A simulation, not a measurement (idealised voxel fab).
voxel spacer lines: a process module
Section cut is 185 nm wide and gridded with 5 nm square cells.
Bands, listed from the top down, are how a cross-section gets written in this document; the cross-section itself is a grid of square cells, and a band is one or more rows of them.
The band entry comprises the height of the band's top followed by the height of its bottom, expressed in nm, and subsequently the band's materials from left to right, each stated together with its width in nm. Where a single material is marked with the word "everywhere", that material fills the band from edge to edge. The word "blank" represents empty space.
All heights in this document are referenced to 0, defined as the level beneath which the wafer, as received, consists entirely of one material. The lowest band is not bounded below; it extends indefinitely downward and is written in the form "from 0 down".
So if you see something like "30 to 40" for the width, read it as the top row of the band sitting at the first number and the bottom row at the second, with every row in between moving by the same amount as the last.
When a step is marked "remained the same", none of the cells in the cross-section changed during that step.
The list in "Trapped voids" covers empty spaces of 8 cells or more that cannot reach the top through any open way, and it gives each as width x height at distance; the distance is from the left edge, and width, height and distance are in nm.
On a step's line, text after the settings is the simulator commenting on that step.
The line of a step may include "overlay nm". On a step with a mask, this value is how far to the right of its planned place the mask lay. A negative value means the mask lay to the left.

Intended process steps:
1 op RECEIVE | material Si
2 op CONFORMAL_DEP | material Al2O3 | thk nm 5
3 op DIRECTIONAL_DEP | material SiN | thk nm 10
4 op DIRECTIONAL_DEP | material polySi | thk nm 30
5 op PATTERN | tone cover | mask id MANDREL | material resist | width nm 15 | pitch nm 50 | thk nm 40 | overlay nm 0
6 op DIRECTIONAL_ETCH | etch materials polySi | depth nm 30
7 op STRIP | etch materials resist
8 op CONFORMAL_DEP | material SiO2 | thk nm 10
9 op DIRECTIONAL_ETCH | etch materials SiO2 | depth nm 10
10 op STRIP | etch materials polySi
11 op DIRECTIONAL_ETCH | etch materials SiN | depth nm 10
12 op STRIP | etch materials SiO2

Cross-sectional view of the wafer in its as-received condition, corresponding to the state after step 1:
- from 0 down | Si everywhere
- Trapped voids: none

Cross-section taken at module completion on the first of two wafers; processed per the plan:
- from 15 to 5 | blank: 50  SiN: 10  blank: 15  SiN: 10  blank: 15  SiN: 10  blank: 15  SiN: 10  blank: 50
- from 5 to 0 | Al2O3 everywhere
- from 0 down | Si everywhere
- Trapped voids: none

Cross-section at end of module for the second wafer of two, which matched the first in starting point and plan and differed by one mistake in its processing:
- from 15 to 5 | blank: 50  SiN: 10  blank: 20  SiN: 10  blank: 10  SiN: 10  blank: 20  SiN: 10  blank: 45
- from 5 to 0 | Al2O3 everywhere
- from 0 down | Si everywhere
- Trapped voids: none
Misprocessing identified: step 5 did not use the planned setting and instead ran as op PATTERN | tone cover | mask id MANDREL | material resist | width nm 20 | pitch nm 50 | thk nm 40 | overlay nm 0
So at the finish, the second wafer's got exactly as many cells of each material as the first, just not in the same spots.
